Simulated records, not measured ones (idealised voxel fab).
process module | voxel self aligned contacts
cross-section cut | 160 nm wide | cells 5 nm
A cross-section is a grid of square cells, given in bands from the top down. A band is one or more rows of cells.
Each band's line starts with the height of the band's top and of its bottom, in nm. Then come its materials from left to right, each with its width in nm. One material with "throughout" fills the band from edge to edge. "air" is empty space.
Height 0 is the level under which the wafer as received is all one material. The lowest band goes on downwards, as in "0 down".
A width such as "30 to 40" changes by the same amount from each row of cells to the next, from the band's top row to its bottom row.
"no change" after a step means that no cell of the cross-section changed.
closed voids: empty space of 8 cells or more with no open way to the top, each as width x height at its distance from the left edge, in nm
after a step's settings: what the simulator itself notes on the step
overlay nm, on a step with a mask: how far to the right of its planned place the mask lay; to the left if negative
plan
1 op RECEIVE | material Si
2 op OXIDIZE | depth nm 5
3 op DIRECTIONAL_DEP | material polySi | thk nm 25
4 op DIRECTIONAL_DEP | material SiN | thk nm 20
5 op PATTERN | tone cover | mask id GATE | material resist | width nm 35 | pitch nm 70 | thk nm 15 | overlay nm 0
6 op DIRECTIONAL_ETCH | etch materials SiN | depth nm 20
7 op DIRECTIONAL_ETCH | etch materials polySi | depth nm 25
8 op STRIP | etch materials resist
9 op CONFORMAL_DEP | material SiN | thk nm 5
10 op DIRECTIONAL_ETCH | etch materials SiN | depth nm 5
11 op FILL_DEP | material SiO2 | thk nm 15
12 op CMP | height nm 50
13 op PATTERN | tone open | mask id CONTACT | material resist | width nm 45 | thk nm 15 | overlay nm 0
14 op DIRECTIONAL_ETCH | etch materials SiO2 | depth nm 55
15 op STRIP | etch materials resist
16 op CONFORMAL_DEP | material TiN | thk nm 5
17 op FILL_DEP | material Ru | thk nm 10
18 op CMP | height nm 50
19 op CONFORMAL_DEP | material SiN | thk nm 5
as received, after step 1
  0 down: Si throughout
  closed voids: none
first wafer at the end, as planned
  55 to 50: SiN throughout
  50 to 45: SiO2 55 | TiN 15 | Ru 15 | TiN 15 | SiO2 60
  45 to 25: SiO2 20 | SiN 45 | TiN 5 | Ru 15 | TiN 5 | SiN 45 | SiO2 25
  25 to 0: SiO2 20 | SiN 5 | polySi 35 | SiN 5 | TiN 5 | Ru 15 | TiN 5 | SiN 5 | polySi 35 | SiN 5 | SiO2 25
  0 to -5: SiO2 65 | TiN 25 | SiO2 70
  -5 down: Si throughout
  closed voids: none
second wafer at the end: like start, like plan, one mistake
  55 to 50: SiN throughout
  50 to 30: SiO2 20 | SiN 5 | polySi 35 | SiN 5 | TiN 5 | Ru 15 | TiN 5 | SiN 5 | polySi 35 | SiN 5 | SiO2 25
  30 to 25: SiO2 20 | SiN 5 | polySi 35 | SiN 5 | TiN 25 | SiN 5 | polySi 35 | SiN 5 | SiO2 25
  25 to 0: polySi throughout
  0 to -5: SiO2 throughout
  -5 down: Si throughout
  closed voids: none
what went wrong: step 3 was run twice
at the end the second wafer has, in cells: 18 fewer of Ru | 72 fewer of SiN | 54 fewer of SiO2 | 16 fewer of TiN | 160 more of polySi
